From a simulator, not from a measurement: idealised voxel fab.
Process module heading - voxel transistor to metal
It is cross-section cut that appears here, measuring 200 nm in width, its square cells being 5 nm in size.
Think of the cross-section as a grid of square cells. We describe it in bands, top to bottom, and each band covers one or more rows of those cells.
Per band: top height and bottom height in nm, followed by the left-to-right materials and their widths in nm; "all across" marks a single material spanning edge to edge, "air" marks empty space.
Zero point of the height axis is 0; under it, received wafer = one material. Lowest band: continues down indefinitely, "z 0 and below".
The two numbers in a width such as "30..40" mark its ends across the band: the first belongs to the top row of cells, the second to the bottom row, and from each row to the next the width moves by the same amount.
"everything unchanged" after a step means that no cell of the cross-section changed.
What "Non-vented voids" gives you is every empty space of 8 cells or more that is cut off from the top. Each appears as width x height at distance, with the distance taken from the left edge and width, height and distance all in nm.
Formally, on a step line, whatever follows the settings is a remark that the simulator itself makes on the step.
"overlay nm", when on a step's line for a step with a mask, measures how far to the right of its planned place the mask lay; a negative measure means to the left.
Pairs, read this way: before one process step on the one hand, after it on the other, the after cross-section ending at the lowest band that changed; the step between, settings included, beneath. Same starting wafer throughout, but possibly different runs of this module, so no pair continues from the pair above unless its entry headed "Before this step" says so.
## Before this step
z 0 and below | Si all across
Non-vented voids: none
## Post-Process Section
z 5 to 0 | SiO2 all across
Whatever lies below 0 is exactly as it was before.
Non-vented voids: none
Between the two cross-sections shown above lies CONFORMAL_DEP | material SiO2 | thk nm 5
Before this step: Reference is made to the cross-section shown after the step in the pair directly above, which represents the state prior to this step.
## Post-Process Section
z 20 to 5 | SiN all across
Whatever lies below 5 is exactly as it was before.
Non-vented voids: none
Between the two cross-sections shown above lies CONFORMAL_DEP | material SiN | thk nm 15
Before this step: Reference is made to the cross-section shown after the step in the pair directly above, which represents the state prior to this step.
## Post-Process Section
z 20 to 5 | air: 55  SiN: 85  air: 60
Whatever lies below 5 is exactly as it was before.
Non-vented voids: none
Between the two cross-sections shown above lies MASKED_ETCH | tone cover | mask id ACTIVE | width nm 85 | etch materials SiN | depth nm 15 | overlay nm 0
Before this step: Reference is made to the cross-section shown after the step in the pair directly above, which represents the state prior to this step.
## Post-Process Section
z 20 to 5 | air: 55  SiN: 85  air: 60
z 5 to 0 | air: 55  SiO2: 85  air: 60
Whatever lies below 0 is exactly as it was before.
Non-vented voids: none
Between the two cross-sections shown above lies MASKED_ETCH | tone cover | mask id ACTIVE | width nm 85 | etch materials SiO2 | depth nm 5 | overlay nm 0
Before this step: Reference is made to the cross-section shown after the step in the pair directly above, which represents the state prior to this step.
## Post-Process Section
z 20 to 5 | air: 55  SiN: 85  air: 60
z 5 to 0 | air: 55  SiO2: 85  air: 60
z 0 to -25 | air: 55  Si: 85  air: 60
Whatever lies below -25 is exactly as it was before.
Non-vented voids: none
Between the two cross-sections shown above lies MASKED_ETCH | tone cover | mask id ACTIVE | width nm 85 | etch materials Si | depth nm 25 | overlay nm 0
Before this step: Reference is made to the cross-section shown after the step in the pair directly above, which represents the state prior to this step.
## Post-Process Section
z 20 to 5 | air: 55  SiN: 85  air: 60
z 5 to 0 | air: 55  SiO2: 85  air: 60
z 0 to -25 | air: 55  SiO2: 5  Si: 75  SiO2: 5  air: 60
z -25 to -30 | SiO2: 60  Si: 75  SiO2: 65
Whatever lies below -30 is exactly as it was before.
Non-vented voids: none
Between the two cross-sections shown above lies OXIDIZE | depth nm 5
Before this step: Reference is made to the cross-section shown after the step in the pair directly above, which represents the state prior to this step.
## Post-Process Section
z 35 to 20 | SiO2 all across
z 20 to 5 | SiO2: 55  SiN: 85  SiO2: 60
z 5 to 0 | SiO2 all across
z 0 to -30 | SiO2: 60  Si: 75  SiO2: 65
Whatever lies below -30 is exactly as it was before.
Non-vented voids: none
Between the two cross-sections shown above lies FILL_DEP | material SiO2 | thk nm 15
Before this step: Reference is made to the cross-section shown after the step in the pair directly above, which represents the state prior to this step.
## Post-Process Section
z 20 to 5 | SiO2: 55  SiN: 85  SiO2: 60
Whatever lies below 5 is exactly as it was before.
Non-vented voids: none
Between the two cross-sections shown above lies CMP | height nm 20
Before this step: Reference is made to the cross-section shown after the step in the pair directly above, which represents the state prior to this step.
## Post-Process Section
z 20 to 10 | air: 55  SiN: 85  air: 60
Whatever lies below 10 is exactly as it was before.
Non-vented voids: none
Between the two cross-sections shown above lies SELECTIVE_ETCH | etch materials SiO2 | depth nm 10
Before this step: Reference is made to the cross-section shown after the step in the pair directly above, which represents the state prior to this step.
## Post-Process Section
z 10 to 5 | SiO2: 55  air: 85  SiO2: 60
Whatever lies below 5 is exactly as it was before.
Non-vented voids: none
Between the two cross-sections shown above lies STRIP | etch materials SiN
Before this step: Reference is made to the cross-section shown after the step in the pair directly above, which represents the state prior to this step.
## Post-Process Section
z 5 to 0 | SiO2: 50  air: 95  SiO2: 55
Whatever lies below 0 is exactly as it was before.
Non-vented voids: none
Between the two cross-sections shown above lies SELECTIVE_ETCH | etch materials SiO2 | depth nm 5
Before this step: Reference is made to the cross-section shown after the step in the pair directly above, which represents the state prior to this step.
## Post-Process Section
z 5 to 0 | SiO2: 50  air: 95  SiO2: 55
z 0 to -5 | SiO2 all across
Whatever lies below -5 is exactly as it was before.
Non-vented voids: none
Between the two cross-sections shown above lies OXIDIZE | depth nm 5
Before this step: Reference is made to the cross-section shown after the step in the pair directly above, which represents the state prior to this step.
## Post-Process Section
z 35 to 30 | polySi: 50  air: 95  polySi: 55
z 30 to 5 | polySi all across
z 5 to 0 | SiO2: 50  polySi: 95  SiO2: 55
Whatever lies below 0 is exactly as it was before.
Non-vented voids: none
Between the two cross-sections shown above lies DIRECTIONAL_DEP | material polySi | thk nm 30
Before this step: Reference is made to the cross-section shown after the step in the pair directly above, which represents the state prior to this step.
## Post-Process Section
z 50 to 45 | SiCN: 50  air: 95  SiCN: 55
z 45 to 35 | SiCN all across
z 35 to 30 | polySi: 50  SiCN: 95  polySi: 55
Whatever lies below 30 is exactly as it was before.
Non-vented voids: none
Between the two cross-sections shown above lies DIRECTIONAL_DEP | material SiCN | thk nm 15
Before this step: Reference is made to the cross-section shown after the step in the pair directly above, which represents the state prior to this step.
## Post-Process Section
z 60 to 55 | aC: 50  air: 95  aC: 55
z 55 to 50 | aC all across
z 50 to 45 | SiCN: 50  aC: 95  SiCN: 55
Whatever lies below 45 is exactly as it was before.
Non-vented voids: none
Between the two cross-sections shown above lies DIRECTIONAL_DEP | material aC | thk nm 10
Before this step: Reference is made to the cross-section shown after the step in the pair directly above, which represents the state prior to this step.
## Post-Process Section
z 85 to 60 | air: 90  resist: 15  air: 95
z 60 to 55 | aC: 50  air: 40  resist: 15  air: 40  aC: 55
Whatever lies below 55 is exactly as it was before.
Non-vented voids: none
Between the two cross-sections shown above lies PATTERN | tone cover | mask id GATE | material resist | width nm 15 | thk nm 25 | overlay nm 0
Before this step: Reference is made to the cross-section shown after the step in the pair directly above, which represents the state prior to this step.
## Post-Process Section
z 75 to 55 | air: 90  resist: 15  air: 95
z 55 to 50 | air: 90  aC: 15  air: 95
z 50 to 45 | SiCN: 50  air: 40  aC: 15  air: 40  SiCN: 55
Whatever lies below 45 is exactly as it was before.
Non-vented voids: none
Between the two cross-sections shown above lies DIRECTIONAL_ETCH | etch materials aC | depth nm 10
Before this step: Reference is made to the cross-section shown after the step in the pair directly above, which represents the state prior to this step.
## Post-Process Section
z 55 to 50 | air: 90  aC: 15  air: 95
Whatever lies below 50 is exactly as it was before.
Non-vented voids: none
Between the two cross-sections shown above lies STRIP | etch materials resist
Before this step: Reference is made to the cross-section shown after the step in the pair directly above, which represents the state prior to this step.
## Post-Process Section
z 55 to 45 | air: 90  aC: 15  air: 95
z 45 to 35 | air: 90  SiCN: 15  air: 95
z 35 to 30 | polySi: 50  air: 40  SiCN: 15  air: 40  polySi: 55
Whatever lies below 30 is exactly as it was before.
Non-vented voids: none
Between the two cross-sections shown above lies DIRECTIONAL_ETCH | etch materials SiCN | depth nm 25
Before this step: Reference is made to the cross-section shown after the step in the pair directly above, which represents the state prior to this step.
## Post-Process Section
z 55 to 45 | air: 90  aC: 15  air: 95
z 45 to 30 | air: 90  SiCN: 15  air: 95
z 30 to 5 | air: 90  polySi: 15  air: 95
z 5 to 0 | SiO2: 50  air: 40  polySi: 15  air: 40  SiO2: 55
Whatever lies below 0 is exactly as it was before.
Non-vented voids: none
Between the two cross-sections shown above lies DIRECTIONAL_ETCH | etch materials polySi | depth nm 40
Before this step: Reference is made to the cross-section shown after the step in the pair directly above, which represents the state prior to this step.
## Post-Process Section
z 45 to 30 | air: 90  SiCN: 15  air: 95
Whatever lies below 30 is exactly as it was before.
Non-vented voids: none
Between the two cross-sections shown above lies STRIP | etch materials aC
Before this step: Reference is made to the cross-section shown after the step in the pair directly above, which represents the state prior to this step.
## Post-Process Section
z 50 to 45 | air: 85  SiO2: 25  air: 90
z 45 to 30 | air: 85  SiO2: 5  SiCN: 15  SiO2: 5  air: 90
z 30 to 10 | air: 85  SiO2: 5  polySi: 15  SiO2: 5  air: 90
z 10 to 5 | SiO2: 55  air: 30  SiO2: 5  polySi: 15  SiO2: 5  air: 30  SiO2: 60
z 5 to 0 | SiO2: 90  polySi: 15  SiO2: 95
Whatever lies below 0 is exactly as it was before.
Non-vented voids: none
Between the two cross-sections shown above lies CONFORMAL_DEP | material SiO2 | thk nm 5
Before this step: Reference is made to the cross-section shown after the step in the pair directly above, which represents the state prior to this step.
## Post-Process Section
z 45 to 30 | air: 85  SiO2: 5  SiCN: 15  SiO2: 5  air: 90
z 30 to 5 | air: 85  SiO2: 5  polySi: 15  SiO2: 5  air: 90
z 5 to 0 | SiO2: 55  air: 30  SiO2: 5  polySi: 15  SiO2: 5  air: 30  SiO2: 60
Whatever lies below 0 is exactly as it was before.
Non-vented voids: none
Between the two cross-sections shown above lies DIRECTIONAL_ETCH | etch materials SiO2 | depth nm 5
Before this step: Reference is made to the cross-section shown after the step in the pair directly above, which represents the state prior to this step.
## Post-Process Section
z 55 to 45 | air: 75  SiN: 45  air: 80
z 45 to 30 | air: 75  SiN: 10  SiO2: 5  SiCN: 15  SiO2: 5  SiN: 10  air: 80
z 30 to 15 | air: 75  SiN: 10  SiO2: 5  polySi: 15  SiO2: 5  SiN: 10  air: 80
z 15 to 10 | SiN: 65  air: 10  SiN: 10  SiO2: 5  polySi: 15  SiO2: 5  SiN: 10  air: 10  SiN: 70
z 10 to 5 | SiN: 85  SiO2: 5  polySi: 15  SiO2: 5  SiN: 90
z 5 to 0 | SiO2: 55  SiN: 30  SiO2: 5  polySi: 15  SiO2: 5  SiN: 30  SiO2: 60
Whatever lies below 0 is exactly as it was before.
Non-vented voids: none
Between the two cross-sections shown above lies CONFORMAL_DEP | material SiN | thk nm 10
Before this step: Reference is made to the cross-section shown after the step in the pair directly above, which represents the state prior to this step.
## Post-Process Section
z 45 to 30 | air: 75  SiN: 10  SiO2: 5  SiCN: 15  SiO2: 5  SiN: 10  air: 80
z 30 to 5 | air: 75  SiN: 10  SiO2: 5  polySi: 15  SiO2: 5  SiN: 10  air: 80
z 5 to 0 | SiO2: 55  SiN: 10  air: 10  SiN: 10  SiO2: 5  polySi: 15  SiO2: 5  SiN: 10  air: 10  SiN: 10  SiO2: 60
Whatever lies below 0 is exactly as it was before.
Non-vented voids: none
Between the two cross-sections shown above lies DIRECTIONAL_ETCH | etch materials SiN | depth nm 10
Before this step: Reference is made to the cross-section shown after the step in the pair directly above, which represents the state prior to this step.
## Post-Process Section
z 45 to 40 | air: 75  SiN: 10  air: 5  SiCN: 15  air: 5  SiN: 10  air: 80
z 40 to 30 | air: 75  SiN: 10  SiO2: 5  SiCN: 15  SiO2: 5  SiN: 10  air: 80
z 30 to 5 | air: 75  SiN: 10  SiO2: 5  polySi: 15  SiO2: 5  SiN: 10  air: 80
z 5 to 0 | air: 55  SiN: 10  air: 10  SiN: 10  SiO2: 5  polySi: 15  SiO2: 5  SiN: 10  air: 10  SiN: 10  air: 60
z 0 to -5 | SiO2: 65  air: 10  SiO2: 45  air: 10  SiO2: 70
Whatever lies below -5 is exactly as it was before.
Non-vented voids: none
Between the two cross-sections shown above lies DIRECTIONAL_ETCH | etch materials SiO2 | depth nm 5
Before this step: Reference is made to the cross-section shown after the step in the pair directly above, which represents the state prior to this step.
## Post-Process Section
z 45 to 40 | air: 75  SiN: 10  air: 5  SiCN: 15  air: 5  SiN: 10  air: 80
z 40 to 30 | air: 75  SiN: 10  SiO2: 5  SiCN: 15  SiO2: 5  SiN: 10  air: 80
z 30 to 5 | air: 75  SiN: 10  SiO2: 5  polySi: 15  SiO2: 5  SiN: 10  air: 80
z 5 to 0 | air: 55  SiN: 10  air: 10  SiN: 10  SiO2: 5  polySi: 15  SiO2: 5  SiN: 10  air: 10  SiN: 10  air: 60
z 0 to -5 | SiO2: 65  air: 10  SiO2: 45  air: 10  SiO2: 70
z -5 to -20 | SiO2: 60  Si: 5  air: 10  Si: 45  air: 10  Si: 5  SiO2: 65
Whatever lies below -20 is exactly as it was before.
Non-vented voids: none
Between the two cross-sections shown above lies DIRECTIONAL_ETCH | etch materials Si | depth nm 15
Before this step: Reference is made to the cross-section shown after the step in the pair directly above, which represents the state prior to this step.
## Post-Process Section
z 45 to 40 | air: 75  SiN: 10  air: 5  SiCN: 15  air: 5  SiN: 10  air: 80
z 40 to 30 | air: 75  SiN: 10  SiO2: 5  SiCN: 15  SiO2: 5  SiN: 10  air: 80
z 30 to 10 | air: 75  SiN: 10  SiO2: 5  polySi: 15  SiO2: 5  SiN: 10  air: 80
z 10 to 5 | air: 60  nSi: 15  SiN: 10  SiO2: 5  polySi: 15  SiO2: 5  SiN: 10  nSi: 15  air: 65
z 5 to 0 | air: 55  SiN: 10  nSi: 10  SiN: 10  SiO2: 5  polySi: 15  SiO2: 5  SiN: 10  nSi: 10  SiN: 10  air: 60
z 0 to -5 | SiO2: 65  nSi: 10  SiO2: 45  nSi: 10  SiO2: 70
z -5 to -20 | SiO2: 60  Si: 5  nSi: 10  Si: 45  nSi: 10  Si: 5  SiO2: 65
Whatever lies below -20 is exactly as it was before.
Non-vented voids: none
Between the two cross-sections shown above lies EPI | material nSi | thk nm 15
Before this step: Reference is made to the cross-section shown after the step in the pair directly above, which represents the state prior to this step.
## Post-Process Section
z 50 to 45 | SiO2 all across
z 45 to 30 | SiO2: 75  SiN: 10  SiO2: 5  SiCN: 15  SiO2: 5  SiN: 10  SiO2: 80
z 30 to 10 | SiO2: 75  SiN: 10  SiO2: 5  polySi: 15  SiO2: 5  SiN: 10  SiO2: 80
z 10 to 5 | SiO2: 60  nSi: 15  SiN: 10  SiO2: 5  polySi: 15  SiO2: 5  SiN: 10  nSi: 15  SiO2: 65
z 5 to 0 | SiO2: 55  SiN: 10  nSi: 10  SiN: 10  SiO2: 5  polySi: 15  SiO2: 5  SiN: 10  nSi: 10  SiN: 10  SiO2: 60
Whatever lies below 0 is exactly as it was before.
Non-vented voids: none
Between the two cross-sections shown above lies FILL_DEP | material SiO2 | thk nm 5
Before this step: Reference is made to the cross-section shown after the step in the pair directly above, which represents the state prior to this step.
## Post-Process Section
z 45 to 30 | SiO2: 75  SiN: 10  SiO2: 5  SiCN: 15  SiO2: 5  SiN: 10  SiO2: 80
Whatever lies below 30 is exactly as it was before.
Non-vented voids: none
Between the two cross-sections shown above lies CMP | height nm 45
Before this step: Reference is made to the cross-section shown after the step in the pair directly above, which represents the state prior to this step.
## Post-Process Section
z 55 to 45 | SiO2 all across
Whatever lies below 45 is exactly as it was before.
Non-vented voids: none
Between the two cross-sections shown above lies DIRECTIONAL_DEP | material SiO2 | thk nm 10
Before this step: Reference is made to the cross-section shown after the step in the pair directly above, which represents the state prior to this step.
## Post-Process Section
z 65 to 55 | aC all across
Whatever lies below 55 is exactly as it was before.
Non-vented voids: none
Between the two cross-sections shown above lies DIRECTIONAL_DEP | material aC | thk nm 10
Before this step: Reference is made to the cross-section shown after the step in the pair directly above, which represents the state prior to this step.
## Post-Process Section
z 95 to 65 | resist: 60  air: 15  resist: 45  air: 15  resist: 65
Whatever lies below 65 is exactly as it was before.
Non-vented voids: none
Between the two cross-sections shown above lies PATTERN | tone open | mask id CONTACT | material resist | width nm 15 | pitch nm 60 | thk nm 30 | overlay nm 0
Before this step: Reference is made to the cross-section shown after the step in the pair directly above, which represents the state prior to this step.
## Post-Process Section
z 85 to 65 | resist: 60  air: 15  resist: 45  air: 15  resist: 65
z 65 to 55 | aC: 60  air: 15  aC: 45  air: 15  aC: 65
Whatever lies below 55 is exactly as it was before.
Non-vented voids: none
Between the two cross-sections shown above lies DIRECTIONAL_ETCH | etch materials aC | depth nm 10
Before this step: Reference is made to the cross-section shown after the step in the pair directly above, which represents the state prior to this step.
## Post-Process Section
z 65 to 55 | aC: 60  air: 15  aC: 45  air: 15  aC: 65
Whatever lies below 55 is exactly as it was before.
Non-vented voids: none
Between the two cross-sections shown above lies STRIP | etch materials resist
Before this step: Reference is made to the cross-section shown after the step in the pair directly above, which represents the state prior to this step.
## Post-Process Section
z 65 to 55 | aC: 60  air: 15  aC: 45  air: 15  aC: 65
z 55 to 45 | SiO2: 60  air: 15  SiO2: 45  air: 15  SiO2: 65
z 45 to 30 | SiO2: 60  air: 15  SiN: 10  SiO2: 5  SiCN: 15  SiO2: 5  SiN: 10  air: 15  SiO2: 65
z 30 to 10 | SiO2: 60  air: 15  SiN: 10  SiO2: 5  polySi: 15  SiO2: 5  SiN: 10  air: 15  SiO2: 65
Whatever lies below 10 is exactly as it was before.
Non-vented voids: none
Between the two cross-sections shown above lies DIRECTIONAL_ETCH | etch materials SiO2 | depth nm 45
Before this step: Reference is made to the cross-section shown after the step in the pair directly above, which represents the state prior to this step.
## Post-Process Section
z 55 to 45 | SiO2: 60  air: 15  SiO2: 45  air: 15  SiO2: 65
Whatever lies below 45 is exactly as it was before.
Non-vented voids: none
Between the two cross-sections shown above lies STRIP | etch materials aC
Before this step: Reference is made to the cross-section shown after the step in the pair directly above, which represents the state prior to this step.
## Post-Process Section
z 60 to 55 | TiN: 65  air: 5  TiN: 55  air: 5  TiN: 70
z 55 to 45 | SiO2: 60  TiN: 5  air: 5  TiN: 5  SiO2: 45  TiN: 5  air: 5  TiN: 5  SiO2: 65
z 45 to 30 | SiO2: 60  TiN: 5  air: 5  TiN: 5  SiN: 10  SiO2: 5  SiCN: 15  SiO2: 5  SiN: 10  TiN: 5  air: 5  TiN: 5  SiO2: 65
z 30 to 15 | SiO2: 60  TiN: 5  air: 5  TiN: 5  SiN: 10  SiO2: 5  polySi: 15  SiO2: 5  SiN: 10  TiN: 5  air: 5  TiN: 5  SiO2: 65
z 15 to 10 | SiO2: 60  TiN: 15  SiN: 10  SiO2: 5  polySi: 15  SiO2: 5  SiN: 10  TiN: 15  SiO2: 65
Whatever lies below 10 is exactly as it was before.
Non-vented voids: none
Between the two cross-sections shown above lies CONFORMAL_DEP | material TiN | thk nm 5
Before this step: Reference is made to the cross-section shown after the step in the pair directly above, which represents the state prior to this step.
## Post-Process Section
z 70 to 60 | W all across
z 60 to 55 | TiN: 65  W: 5  TiN: 55  W: 5  TiN: 70
z 55 to 45 | SiO2: 60  TiN: 5  W: 5  TiN: 5  SiO2: 45  TiN: 5  W: 5  TiN: 5  SiO2: 65
z 45 to 30 | SiO2: 60  TiN: 5  W: 5  TiN: 5  SiN: 10  SiO2: 5  SiCN: 15  SiO2: 5  SiN: 10  TiN: 5  W: 5  TiN: 5  SiO2: 65
z 30 to 15 | SiO2: 60  TiN: 5  W: 5  TiN: 5  SiN: 10  SiO2: 5  polySi: 15  SiO2: 5  SiN: 10  TiN: 5  W: 5  TiN: 5  SiO2: 65
Whatever lies below 15 is exactly as it was before.
Non-vented voids: none
Between the two cross-sections shown above lies FILL_DEP | material W | thk nm 10
Before this step: Reference is made to the cross-section shown after the step in the pair directly above, which represents the state prior to this step.
## Post-Process Section
z 55 to 45 | SiO2: 60  TiN: 5  W: 5  TiN: 5  SiO2: 45  TiN: 5  W: 5  TiN: 5  SiO2: 65
Whatever lies below 45 is exactly as it was before.
Non-vented voids: none
Between the two cross-sections shown above lies CMP | height nm 55
Before this step: Reference is made to the cross-section shown after the step in the pair directly above, which represents the state prior to this step.
## Post-Process Section
z 60 to 55 | SiCN all across
Whatever lies below 55 is exactly as it was before.
Non-vented voids: none
Between the two cross-sections shown above lies CONFORMAL_DEP | material SiCN | thk nm 5
Before this step: Reference is made to the cross-section shown after the step in the pair directly above, which represents the state prior to this step.
## Post-Process Section
z 75 to 60 | SiO2 all across
Whatever lies below 60 is exactly as it was before.
Non-vented voids: none
Between the two cross-sections shown above lies DIRECTIONAL_DEP | material SiO2 | thk nm 15
Before this step: Reference is made to the cross-section shown after the step in the pair directly above, which represents the state prior to this step.
## Post-Process Section
z 90 to 75 | resist: 60  air: 15  resist: 45  air: 15  resist: 65
Whatever lies below 75 is exactly as it was before.
Non-vented voids: none
Between the two cross-sections shown above lies PATTERN | tone open | mask id METAL_1 | material resist | width nm 15 | pitch nm 60 | thk nm 15 | overlay nm 0
Before this step: Reference is made to the cross-section shown after the step in the pair directly above, which represents the state prior to this step.
## Post-Process Section
z 90 to 75 | resist: 60  air: 15  resist: 45  air: 15  resist: 65
z 75 to 60 | SiO2: 60  air: 15  SiO2: 45  air: 15  SiO2: 65
Whatever lies below 60 is exactly as it was before.
Non-vented voids: none
Between the two cross-sections shown above lies DIRECTIONAL_ETCH | etch materials SiO2 | depth nm 15
Before this step: Reference is made to the cross-section shown after the step in the pair directly above, which represents the state prior to this step.
## Post-Process Section
z 90 to 75 | resist: 60  air: 15  resist: 45  air: 15  resist: 65
z 75 to 60 | SiO2: 60  air: 15  SiO2: 45  air: 15  SiO2: 65
z 60 to 55 | SiCN: 60  air: 15  SiCN: 45  air: 15  SiCN: 65
Whatever lies below 55 is exactly as it was before.
Non-vented voids: none
Between the two cross-sections shown above lies DIRECTIONAL_ETCH | etch materials SiCN | depth nm 5
Before this step: Reference is made to the cross-section shown after the step in the pair directly above, which represents the state prior to this step.
## Post-Process Section
z 75 to 60 | SiO2: 60  air: 15  SiO2: 45  air: 15  SiO2: 65
Whatever lies below 60 is exactly as it was before.
Non-vented voids: none
Between the two cross-sections shown above lies STRIP | etch materials resist
Before this step: Reference is made to the cross-section shown after the step in the pair directly above, which represents the state prior to this step.
## Post-Process Section
z 80 to 75 | TiN: 65  air: 5  TiN: 55  air: 5  TiN: 70
z 75 to 60 | SiO2: 60  TiN: 5  air: 5  TiN: 5  SiO2: 45  TiN: 5  air: 5  TiN: 5  SiO2: 65
z 60 to 55 | SiCN: 60  TiN: 15  SiCN: 45  TiN: 15  SiCN: 65
Whatever lies below 55 is exactly as it was before.
Non-vented voids: none
Between the two cross-sections shown above lies CONFORMAL_DEP | material TiN | thk nm 5
Before this step: Reference is made to the cross-section shown after the step in the pair directly above, which represents the state prior to this step.
## Post-Process Section
z 90 to 80 | W all across
z 80 to 75 | TiN: 65  W: 5  TiN: 55  W: 5  TiN: 70
z 75 to 60 | SiO2: 60  TiN: 5  W: 5  TiN: 5  SiO2: 45  TiN: 5  W: 5  TiN: 5  SiO2: 65
Whatever lies below 60 is exactly as it was before.
Non-vented voids: none
Between the two cross-sections shown above lies FILL_DEP | material W | thk nm 10
Before this step: Reference is made to the cross-section shown after the step in the pair directly above, which represents the state prior to this step.
## Post-Process Section
z 75 to 60 | SiO2: 60  TiN: 5  W: 5  TiN: 5  SiO2: 45  TiN: 5  W: 5  TiN: 5  SiO2: 65
Whatever lies below 60 is exactly as it was before.
Non-vented voids: none
Between the two cross-sections shown above lies CMP | height nm 75
Before this step: Reference is made to the cross-section shown after the step in the pair directly above, which represents the state prior to this step.
## Post-Process Section
z 80 to 75 | SiCN all across
Whatever lies below 75 is exactly as it was before.
Non-vented voids: none
Between the two cross-sections shown above lies CONFORMAL_DEP | material SiCN | thk nm 5
Before this step: Reference is made to the cross-section shown after the step in the pair directly above, which represents the state prior to this step.
## Post-Process Section
z 105 to 80 | SiO2 all across
Whatever lies below 80 is exactly as it was before.
Non-vented voids: none
Between the two cross-sections shown above lies DIRECTIONAL_DEP | material SiO2 | thk nm 25
Before this step: Reference is made to the cross-section shown after the step in the pair directly above, which represents the state prior to this step.
## Post-Process Section
z 125 to 105 | resist: 60  air: 15  resist: 45  air: 15  resist: 65
Whatever lies below 105 is exactly as it was before.
Non-vented voids: none
Between the two cross-sections shown above lies PATTERN | tone open | mask id METAL_2 | material resist | width nm 15 | pitch nm 60 | thk nm 20 | overlay nm 0
Before this step: Reference is made to the cross-section shown after the step in the pair directly above, which represents the state prior to this step.
## Post-Process Section
z 125 to 105 | resist: 60  air: 15  resist: 45  air: 15  resist: 65
z 105 to 90 | SiO2: 60  air: 15  SiO2: 45  air: 15  SiO2: 65
Whatever lies below 90 is exactly as it was before.
Non-vented voids: none
Between the two cross-sections shown above lies DIRECTIONAL_ETCH | etch materials SiO2 | depth nm 15
Before this step: Reference is made to the cross-section shown after the step in the pair directly above, which represents the state prior to this step.
## Post-Process Section
z 105 to 90 | SiO2: 60  air: 15  SiO2: 45  air: 15  SiO2: 65
Whatever lies below 90 is exactly as it was before.
Non-vented voids: none
Between the two cross-sections shown above lies STRIP | etch materials resist
Before this step: Reference is made to the cross-section shown after the step in the pair directly above, which represents the state prior to this step.
## Post-Process Section
z 125 to 105 | resist: 60  air: 15  resist: 45  air: 15  resist: 65
Whatever lies below 105 is exactly as it was before.
Non-vented voids: none
Between the two cross-sections shown above lies PATTERN | tone open | mask id METAL_2_HOLES | material resist | width nm 15 | pitch nm 60 | thk nm 20 | overlay nm 0
Before this step: Reference is made to the cross-section shown after the step in the pair directly above, which represents the state prior to this step.
## Post-Process Section
z 125 to 105 | resist: 60  air: 15  resist: 45  air: 15  resist: 65
z 105 to 80 | SiO2: 60  air: 15  SiO2: 45  air: 15  SiO2: 65
Whatever lies below 80 is exactly as it was before.
Non-vented voids: none
Between the two cross-sections shown above lies DIRECTIONAL_ETCH | etch materials SiO2 | depth nm 10
Before this step: Reference is made to the cross-section shown after the step in the pair directly above, which represents the state prior to this step.
## Post-Process Section
z 125 to 105 | resist: 60  air: 15  resist: 45  air: 15  resist: 65
z 105 to 80 | SiO2: 60  air: 15  SiO2: 45  air: 15  SiO2: 65
z 80 to 75 | SiCN: 60  air: 15  SiCN: 45  air: 15  SiCN: 65
Whatever lies below 75 is exactly as it was before.
Non-vented voids: none
Between the two cross-sections shown above lies DIRECTIONAL_ETCH | etch materials SiCN | depth nm 5
Before this step: Reference is made to the cross-section shown after the step in the pair directly above, which represents the state prior to this step.
## Post-Process Section
z 105 to 80 | SiO2: 60  air: 15  SiO2: 45  air: 15  SiO2: 65
Whatever lies below 80 is exactly as it was before.
Non-vented voids: none
Between the two cross-sections shown above lies STRIP | etch materials resist
Before this step: Reference is made to the cross-section shown after the step in the pair directly above, which represents the state prior to this step.
## Post-Process Section
z 110 to 105 | TiN: 65  air: 5  TiN: 55  air: 5  TiN: 70
z 105 to 80 | SiO2: 60  TiN: 5  air: 5  TiN: 5  SiO2: 45  TiN: 5  air: 5  TiN: 5  SiO2: 65
z 80 to 75 | SiCN: 60  TiN: 15  SiCN: 45  TiN: 15  SiCN: 65
Whatever lies below 75 is exactly as it was before.
Non-vented voids: none
Between the two cross-sections shown above lies CONFORMAL_DEP | material TiN | thk nm 5
Before this step: Reference is made to the cross-section shown after the step in the pair directly above, which represents the state prior to this step.
## Post-Process Section
z 115 to 110 | Ru all across
z 110 to 105 | TiN: 65  Ru: 5  TiN: 55  Ru: 5  TiN: 70
z 105 to 80 | SiO2: 60  TiN: 5  Ru: 5  TiN: 5  SiO2: 45  TiN: 5  Ru: 5  TiN: 5  SiO2: 65
Whatever lies below 80 is exactly as it was before.
Non-vented voids: none
Between the two cross-sections shown above lies FILL_DEP | material Ru | thk nm 5
Before this step: Reference is made to the cross-section shown after the step in the pair directly above, which represents the state prior to this step.
## Post-Process Section
z 105 to 80 | SiO2: 60  TiN: 5  Ru: 5  TiN: 5  SiO2: 45  TiN: 5  Ru: 5  TiN: 5  SiO2: 65
Whatever lies below 80 is exactly as it was before.
Non-vented voids: none
Between the two cross-sections shown above lies CMP | height nm 105
Before this step: Reference is made to the cross-section shown after the step in the pair directly above, which represents the state prior to this step.
## Post-Process Section
z 110 to 105 | SiCN all across
Whatever lies below 105 is exactly as it was before.
Non-vented voids: none
Between the two cross-sections shown above lies CONFORMAL_DEP | material SiCN | thk nm 5
## Before this step
z 35 to 20 | SiO2 all across
z 20 to 5 | SiO2: 55  SiN: 85  SiO2: 60
z 5 to 0 | SiO2 all across
z 0 to -30 | SiO2: 60  Si: 75  SiO2: 65
z -30 and below | Si all across
Non-vented voids: none
## Post-Process Section
z 25 to 20 | SiO2 all across
Whatever lies below 20 is exactly as it was before.
Non-vented voids: none
Between the two cross-sections shown above lies SELECTIVE_ETCH | etch materials SiO2 | depth nm 10
Before this step: Reference is made to the cross-section shown after the step in the pair directly above, which represents the state prior to this step.
## Post-Process Section
z 20 to 5 | SiO2: 55  SiN: 85  SiO2: 60
Whatever lies below 5 is exactly as it was before.
Non-vented voids: none
Between the two cross-sections shown above lies SELECTIVE_ETCH | etch materials SiO2 | depth nm 5
Before this step: Reference is made to the cross-section shown after the step in the pair directly above, which represents the state prior to this step.
## Post-Process Section
z 50 to 20 | polySi all across
Whatever lies below 20 is exactly as it was before.
Non-vented voids: none
Between the two cross-sections shown above lies DIRECTIONAL_DEP | material polySi | thk nm 30
Before this step: Reference is made to the cross-section shown after the step in the pair directly above, which represents the state prior to this step.
## Post-Process Section
z 65 to 50 | SiCN all across
Whatever lies below 50 is exactly as it was before.
Non-vented voids: none
Between the two cross-sections shown above lies DIRECTIONAL_DEP | material SiCN | thk nm 15
Before this step: Reference is made to the cross-section shown after the step in the pair directly above, which represents the state prior to this step.
## Post-Process Section
z 75 to 65 | aC all across
Whatever lies below 65 is exactly as it was before.
Non-vented voids: none
Between the two cross-sections shown above lies DIRECTIONAL_DEP | material aC | thk nm 10
Before this step: Reference is made to the cross-section shown after the step in the pair directly above, which represents the state prior to this step.
## Post-Process Section
z 100 to 75 | air: 90  resist: 15  air: 95
Whatever lies below 75 is exactly as it was before.
Non-vented voids: none
Between the two cross-sections shown above lies PATTERN | tone cover | mask id GATE | material resist | width nm 15 | thk nm 25 | overlay nm 0
